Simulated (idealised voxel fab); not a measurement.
Title: Process Module voxel released beams
FYI the section here is cut, 245 nm wide, cells are 5 nm squares.
This document writes a cross-section as a grid whose cells are square, and gives it as bands, listed from the top down; one or more rows of cells form a band.
The entry gives the band's vertical extent as a top height and a bottom height in nm, then its horizontal make-up as materials from left to right, each with a width in nm. "empty" stands for empty space; a single material marked "edge to edge" fills the band edge to edge.
Heights are measured from 0, the level below which the as-received wafer is all one material; the lowest band has no bottom and continues downward, written as in "top 0, no bottom".
Quick explanation for "30 to 40": the width changes in equal steps down the rows of cells, from the first number in the band's top row to the second number in its bottom row.
Given "left unchanged" for a step, no cell of the cross-section differs between before and after that step.
Basically, "Sealed internal cavities" tells you about the enclosed voids: empty spaces with no open way to the top, 8 cells or bigger, each written width x height at distance, where distance is from the left edge, all in nm.
Text after the settings on a step's line: the simulator's own remark on that step.
overlay nm: mask offset rightward from planned place, masked step; negative means leftward offset.

### Set out below are the planned steps of the process
| 1 | RECEIVE | material Si |
| 2 | CONFORMAL_DEP | material SiN | thk nm 5 |
| 3 | DIRECTIONAL_DEP | material SiO2 | thk nm 10 |
| 4 | DIRECTIONAL_DEP | material aC | thk nm 15 |
| 5 | PATTERN | tone open | mask id ANCHOR | material resist | width nm 35 | thk nm 35 | overlay nm 0 |
| 6 | DIRECTIONAL_ETCH | etch materials aC | depth nm 15 |
| 7 | STRIP | etch materials resist |
| 8 | DIRECTIONAL_ETCH | etch materials SiO2 | depth nm 10 |
| 9 | STRIP | etch materials aC |
| 10 | CONFORMAL_DEP | material polySi | thk nm 15 |
| 11 | PATTERN | tone cover | mask id BEAM | material resist | width nm 110 | thk nm 15 | overlay nm 0 |
| 12 | DIRECTIONAL_ETCH | etch materials polySi | depth nm 15 |
| 13 | STRIP | etch materials resist |
| 14 | STRIP | etch materials SiO2 |

### This is the cross-section of the wafer as we received it, i.e. after step 1
* top 0, no bottom = Si edge to edge
* Sealed internal cavities: none

### This is how the wafer looks in cross-section once the module is done, given the starting state and plan above and one mistake in carrying the plan out
* top 45, bottom 30 = 65 empty  110 polySi  70 empty
* top 30, bottom 15 = polySi edge to edge
* top 15, bottom 5 = 70 SiO2  35 polySi  140 SiO2
* top 5, bottom 0 = SiN edge to edge
* top 0, no bottom = Si edge to edge
* Sealed internal cavities: none
Where did the run depart from the plan? step 10 of the plan was executed twice over
